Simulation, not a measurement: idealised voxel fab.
process module | voxel released beams
cross-section cut | 260 nm wide | cells 5 nm
A cross-section is a grid of square cells, given in bands from the top down. A band is one or more rows of cells.
Each band's line starts with the height of the band's top and of its bottom, in nm. Then come its materials from left to right, each with its width in nm. One material with "throughout" fills the band from edge to edge. "air" is empty space.
Height 0 is the level under which the wafer as received is all one material. The lowest band goes on downwards, as in "0 down".
A width such as "30 to 40" changes by the same amount from each row of cells to the next, from the band's top row to its bottom row.
"no change" after a step means that no cell of the cross-section changed.
closed voids: empty space of 8 cells or more with no open way to the top, each as width x height at its distance from the left edge, in nm
after a step's settings: what the simulator itself notes on the step
overlay nm, on a step with a mask: how far to the right of its planned place the mask lay; to the left if negative
plan
1 op RECEIVE | material Si
2 op CONFORMAL_DEP | material SiN | thk nm 5
3 op DIRECTIONAL_DEP | material SiO2 | thk nm 20
4 op DIRECTIONAL_DEP | material aC | thk nm 15
5 op PATTERN | tone open | mask id ANCHOR | material resist | width nm 25 | thk nm 35 | overlay nm 0
6 op DIRECTIONAL_ETCH | etch materials aC | depth nm 15
7 op STRIP | etch materials resist
8 op DIRECTIONAL_ETCH | etch materials SiO2 | depth nm 20
9 op STRIP | etch materials aC
10 op CONFORMAL_DEP | material TiN | thk nm 10
11 op MASKED_ETCH | tone cover | mask id BEAM | width nm 90 | etch materials TiN | depth nm 10 | overlay nm 0
12 op STRIP | etch materials SiO2
varied across the wafers: width nm of step 11. The plan shows the first wafer's value. All wafers start alike
first wafer as received, after step 1
  0 down: Si throughout
  closed voids: none
first wafer at the end, after step 12
  35 to 25: air 80 | TiN 10 | air 5 | TiN 75 | air 90
  25 to 15: air 80 | TiN 10 | air 5 | TiN 10 | air 155
  15 to 5: air 80 | TiN 25 | air 155
  5 to 0: SiN throughout
  0 down: Si throughout
  closed voids: none
last wafer at the end
  35 to 25: air 70 | TiN 20 | air 5 | TiN 90 | air 75
  25 to 15: air 80 | TiN 10 | air 5 | TiN 10 | air 155
  15 to 5: air 80 | TiN 25 | air 155
  5 to 0: SiN throughout
  0 down: Si throughout
  closed voids: none
each wafer at the end: cells of each material gained (+) or lost (-) since it was received, then its closed voids
width nm 90 | +52 SiN | +52 TiN | closed voids: none
width nm 95 | +52 SiN | +54 TiN | closed voids: none
width nm 100 | +52 SiN | +56 TiN | closed voids: none
width nm 105 | +52 SiN | +58 TiN | closed voids: none
width nm 110 | +52 SiN | +60 TiN | closed voids: none
width nm 115 | +52 SiN | +62 TiN | closed voids: none
